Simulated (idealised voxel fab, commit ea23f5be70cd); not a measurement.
process module | voxel capacitor over wiring
cross-section cut | 165 nm wide | cells 5 nm
A cross-section is a grid of square cells, given in bands from the top down. A band is one or more rows of cells.
Each band's line starts with the height of the band's top and of its bottom, in nm. Then come its materials from left to right, each with its width in nm. One material with "throughout" fills the band from edge to edge. "air" is empty space.
Height 0 is the level under which the wafer as received is all one material. The lowest band goes on downwards, as in "0 down".
A width such as "30 to 40" changes by the same amount from each row of cells to the next, from the band's top row to its bottom row.
"no change" after a step means that no cell of the cross-section changed.
closed voids: empty space of 8 cells or more with no open way to the top, each as width x height at its distance from the left edge, in nm
after a step's settings: what the simulator itself notes on the step
overlay nm, on a step with a mask: how far to the right of its planned place the mask lay; to the left if negative
plan
1 op RECEIVE | material Si
2 op CONFORMAL_DEP | material SiO2 | thk nm 10
3 op CONFORMAL_DEP | material SiN | thk nm 5
4 op DIRECTIONAL_DEP | material lowk | thk nm 20
5 op DIRECTIONAL_DEP | material aC | thk nm 15
6 op PATTERN | tone open | mask id METAL_1 | material resist | width nm 20 | pitch nm 90 | thk nm 35 | overlay nm 0
7 op DIRECTIONAL_ETCH | etch materials aC | depth nm 15
8 op STRIP | etch materials resist
9 op DIRECTIONAL_ETCH | etch materials lowk | depth nm 20
10 op DIRECTIONAL_ETCH | etch materials SiN | depth nm 5
11 op STRIP | etch materials aC
12 op CONFORMAL_DEP | material TiN | thk nm 5
13 op FILL_DEP | material Cu | thk nm 5
14 op CMP | height nm 35
15 op CONFORMAL_DEP | material SiCN | thk nm 5
16 op DIRECTIONAL_DEP | material lowk | thk nm 20
17 op PATTERN | tone open | mask id PLUG_1 | material resist | width nm 15 | thk nm 15 | overlay nm 0
18 op DIRECTIONAL_ETCH | etch materials lowk | depth nm 20
19 op DIRECTIONAL_ETCH | etch materials SiCN | depth nm 5
20 op STRIP | etch materials resist
21 op EPI | material Ru | thk nm 10
22 op EPI | material Ru | thk nm 10
23 op EPI | material Ru | thk nm 5
24 op DIRECTIONAL_DEP | material TiN | thk nm 5
25 op DIRECTIONAL_DEP | material HfO2 | thk nm 5
26 op DIRECTIONAL_DEP | material TiN | thk nm 5
27 op MASKED_ETCH | tone cover | mask id UPPER_PLATE | width nm 75 | etch materials TiN | depth nm 5 | overlay nm 0
28 op MASKED_ETCH | tone cover | mask id UPPER_PLATE | width nm 75 | etch materials HfO2 | depth nm 5 | overlay nm 0
29 op PATTERN | tone cover | mask id LOWER_PLATE | material resist | width nm 85 | thk nm 20 | overlay nm 0
30 op DIRECTIONAL_ETCH | etch materials TiN | depth nm 5
31 op STRIP | etch materials resist
32 op FILL_DEP | material SiO2 | thk nm 15
33 op CMP | height nm 85
34 op DIRECTIONAL_DEP | material aC | thk nm 10
35 op PATTERN | tone open | mask id PLUG_2 | material resist | width nm 15 | thk nm 30 | overlay nm 0
36 op DIRECTIONAL_ETCH | etch materials aC | depth nm 10
37 op STRIP | etch materials resist
38 op DIRECTIONAL_ETCH | etch materials SiO2 | depth nm 10
39 op STRIP | etch materials aC
40 op CONFORMAL_DEP | material TiN | thk nm 5
41 op FILL_DEP | material Cu | thk nm 10
42 op CMP | height nm 85
43 op CONFORMAL_DEP | material SiCN | thk nm 5
first wafer, as planned
as received, after step 1
  0 down: Si throughout
  closed voids: none
after step 2
  10 to 0: SiO2 throughout
  below 0: unchanged
after step 3
  15 to 10: SiN throughout
  below 10: unchanged
after step 4
  35 to 15: lowk throughout
  below 15: unchanged
after step 5
  50 to 35: aC throughout
  below 35: unchanged
after step 6
  85 to 50: resist 25 | air 20 | resist 70 | air 20 | resist 30
  below 50: unchanged
after step 7
  70 to 50: resist 25 | air 20 | resist 70 | air 20 | resist 30
  50 to 35: aC 25 | air 20 | aC 70 | air 20 | aC 30
  below 35: unchanged
after step 8
  50 to 35: aC 25 | air 20 | aC 70 | air 20 | aC 30
  below 35: unchanged
after step 9
  50 to 35: aC 25 | air 20 | aC 70 | air 20 | aC 30
  35 to 15: lowk 25 | air 20 | lowk 70 | air 20 | lowk 30
  below 15: unchanged
after step 10
  50 to 35: aC 25 | air 20 | aC 70 | air 20 | aC 30
  35 to 15: lowk 25 | air 20 | lowk 70 | air 20 | lowk 30
  15 to 10: SiN 25 | air 20 | SiN 70 | air 20 | SiN 30
  below 10: unchanged
after step 11
  35 to 15: lowk 25 | air 20 | lowk 70 | air 20 | lowk 30
  below 15: unchanged
after step 12
  40 to 35: TiN 30 | air 10 | TiN 80 | air 10 | TiN 35
  35 to 15: lowk 25 | TiN 5 | air 10 | TiN 5 | lowk 70 | TiN 5 | air 10 | TiN 5 | lowk 30
  15 to 10: SiN 25 | TiN 20 | SiN 70 | TiN 20 | SiN 30
  below 10: unchanged
after step 13
  45 to 40: Cu throughout
  40 to 35: TiN 30 | Cu 10 | TiN 80 | Cu 10 | TiN 35
  35 to 15: lowk 25 | TiN 5 | Cu 10 | TiN 5 | lowk 70 | TiN 5 | Cu 10 | TiN 5 | lowk 30
  below 15: unchanged
after step 14
  35 to 15: lowk 25 | TiN 5 | Cu 10 | TiN 5 | lowk 70 | TiN 5 | Cu 10 | TiN 5 | lowk 30
  below 15: unchanged
after step 15
  40 to 35: SiCN throughout
  below 35: unchanged
after step 16
  60 to 40: lowk throughout
  below 40: unchanged
after step 17
  75 to 60: resist 30 | air 15 | resist 120
  below 60: unchanged
after step 18
  75 to 60: resist 30 | air 15 | resist 120
  60 to 40: lowk 30 | air 15 | lowk 120
  below 40: unchanged
after step 19
  75 to 60: resist 30 | air 15 | resist 120
  60 to 40: lowk 30 | air 15 | lowk 120
  40 to 35: SiCN 30 | air 15 | SiCN 120
  below 35: unchanged
after step 20
  60 to 40: lowk 30 | air 15 | lowk 120
  below 40: unchanged
after step 21
  60 to 45: lowk 30 | air 15 | lowk 120
  45 to 40: lowk 30 | Ru 15 | lowk 120
  40 to 35: SiCN 30 | Ru 15 | SiCN 120
  below 35: unchanged
after step 22
  60 to 55: lowk 30 | air 15 | lowk 120
  55 to 40: lowk 30 | Ru 15 | lowk 120
  below 40: unchanged
after step 23
  60 to 40: lowk 30 | Ru 15 | lowk 120
  below 40: unchanged
after step 24
  65 to 60: TiN throughout
  below 60: unchanged
after step 25
  70 to 65: HfO2 throughout
  below 65: unchanged
after step 26
  75 to 70: TiN throughout
  below 70: unchanged
after step 27
  75 to 70: air 30 | TiN 75 | air 60
  below 70: unchanged
after step 28
  75 to 70: air 30 | TiN 75 | air 60
  70 to 65: air 30 | HfO2 75 | air 60
  below 65: unchanged
after step 29
  95 to 75: air 25 | resist 85 | air 55
  75 to 70: air 25 | resist 5 | TiN 75 | resist 5 | air 55
  70 to 65: air 25 | resist 5 | HfO2 75 | resist 5 | air 55
  below 65: unchanged
after step 30
  95 to 75: air 25 | resist 85 | air 55
  75 to 70: air 25 | resist 5 | TiN 75 | resist 5 | air 55
  70 to 65: air 25 | resist 5 | HfO2 75 | resist 5 | air 55
  65 to 60: air 25 | TiN 85 | air 55
  below 60: unchanged
after step 31
  75 to 70: air 30 | TiN 75 | air 60
  70 to 65: air 30 | HfO2 75 | air 60
  below 65: unchanged
after step 32
  90 to 75: SiO2 throughout
  75 to 70: SiO2 30 | TiN 75 | SiO2 60
  70 to 65: SiO2 30 | HfO2 75 | SiO2 60
  65 to 60: SiO2 25 | TiN 85 | SiO2 55
  below 60: unchanged
after step 33
  85 to 75: SiO2 throughout
  below 75: unchanged
after step 34
  95 to 85: aC throughout
  below 85: unchanged
after step 35
  125 to 95: resist 40 | air 15 | resist 110
  below 95: unchanged
after step 36
  115 to 95: resist 40 | air 15 | resist 110
  95 to 85: aC 40 | air 15 | aC 110
  below 85: unchanged
after step 37
  95 to 85: aC 40 | air 15 | aC 110
  below 85: unchanged
after step 38
  95 to 85: aC 40 | air 15 | aC 110
  85 to 75: SiO2 40 | air 15 | SiO2 110
  below 75: unchanged
after step 39
  85 to 75: SiO2 40 | air 15 | SiO2 110
  below 75: unchanged
after step 40
  90 to 85: TiN 45 | air 5 | TiN 115
  85 to 80: SiO2 40 | TiN 5 | air 5 | TiN 5 | SiO2 110
  80 to 70: SiO2 40 to 30 | TiN 15 to 75 | SiO2 110 to 60
  below 70: unchanged
after step 41
  100 to 90: Cu throughout
  90 to 85: TiN 45 | Cu 5 | TiN 115
  85 to 80: SiO2 40 | TiN 5 | Cu 5 | TiN 5 | SiO2 110
  below 80: unchanged
after step 42
  85 to 80: SiO2 40 | TiN 5 | Cu 5 | TiN 5 | SiO2 110
  below 80: unchanged
after step 43
  90 to 85: SiCN throughout
  below 85: unchanged
second wafer: like start, like plan, one mistake. Through step 20 it matches the first wafer
when step 22 should have ended
  60 to 45: lowk 30 | air 15 | lowk 120
  45 to 40: lowk 30 | Ru 15 | lowk 120
  40 to 35: SiCN 30 | Ru 15 | SiCN 120
  below 35: unchanged
when step 23 should have ended
  60 to 50: lowk 30 | air 15 | lowk 120
  50 to 40: lowk 30 | Ru 15 | lowk 120
  below 40: unchanged
when step 24 should have ended
  65 to 60: TiN 30 | air 15 | TiN 120
  60 to 55: lowk 30 | air 15 | lowk 120
  55 to 50: lowk 30 | TiN 15 | lowk 120
  below 50: unchanged
when step 25 should have ended
  70 to 65: HfO2 30 | air 15 | HfO2 120
  65 to 60: TiN 30 | air 15 | TiN 120
  60 to 55: lowk 30 | HfO2 15 | lowk 120
  below 55: unchanged
when step 26 should have ended
  75 to 70: TiN 30 | air 15 | TiN 120
  70 to 65: HfO2 30 | air 15 | HfO2 120
  65 to 60: TiN throughout
  below 60: unchanged
when step 27 should have ended
  75 to 70: air 45 | TiN 60 | air 60
  below 70: unchanged
when step 28 should have ended
  75 to 70: air 45 | TiN 60 | air 60
  70 to 65: air 45 | HfO2 60 | air 60
  below 65: unchanged
when step 29 should have ended
  95 to 75: air 25 | resist 85 | air 55
  75 to 70: air 25 | resist 20 | TiN 60 | resist 5 | air 55
  70 to 65: air 25 | resist 20 | HfO2 60 | resist 5 | air 55
  below 65: unchanged
when step 30 should have ended
  95 to 75: air 25 | resist 85 | air 55
  75 to 70: air 25 | resist 20 | TiN 60 | resist 5 | air 55
  70 to 65: air 25 | resist 20 | HfO2 60 | resist 5 | air 55
  65 to 60: air 25 | TiN 85 | air 55
  below 60: unchanged
when step 31 should have ended
  75 to 70: air 45 | TiN 60 | air 60
  70 to 65: air 45 | HfO2 60 | air 60
  below 65: unchanged
when step 32 should have ended
  90 to 75: SiO2 throughout
  75 to 70: SiO2 45 | TiN 60 | SiO2 60
  70 to 65: SiO2 45 | HfO2 60 | SiO2 60
  65 to 60: SiO2 25 | TiN 85 | SiO2 55
  below 60: unchanged
when step 33 should have ended
  85 to 75: SiO2 throughout
  below 75: unchanged
when step 34 should have ended
  95 to 85: aC throughout
  below 85: unchanged
when step 35 should have ended
  125 to 95: resist 40 | air 15 | resist 110
  below 95: unchanged
when step 36 should have ended
  115 to 95: resist 40 | air 15 | resist 110
  95 to 85: aC 40 | air 15 | aC 110
  below 85: unchanged
when step 37 should have ended
  95 to 85: aC 40 | air 15 | aC 110
  below 85: unchanged
when step 38 should have ended
  95 to 85: aC 40 | air 15 | aC 110
  85 to 75: SiO2 40 | air 15 | SiO2 110
  below 75: unchanged
when step 39 should have ended
  85 to 75: SiO2 40 | air 15 | SiO2 110
  below 75: unchanged
when step 40 should have ended
  90 to 85: TiN 45 | air 5 | TiN 115
  85 to 80: SiO2 40 | TiN 5 | air 5 | TiN 5 | SiO2 110
  80 to 70: SiO2 40 to 45 | TiN 15 to 60 | SiO2 110 to 60
  below 70: unchanged
when step 41 should have ended
  100 to 90: Cu throughout
  90 to 85: TiN 45 | Cu 5 | TiN 115
  85 to 80: SiO2 40 | TiN 5 | Cu 5 | TiN 5 | SiO2 110
  below 80: unchanged
when step 42 should have ended
  85 to 80: SiO2 40 | TiN 5 | Cu 5 | TiN 5 | SiO2 110
  below 80: unchanged
when step 43 should have ended
  90 to 85: SiCN throughout
  below 85: unchanged
what went wrong: one of the steps 21 and 22, which are alike, was left out
at the end the second wafer has, in cells: 6 fewer of Ru | 6 more of SiO2
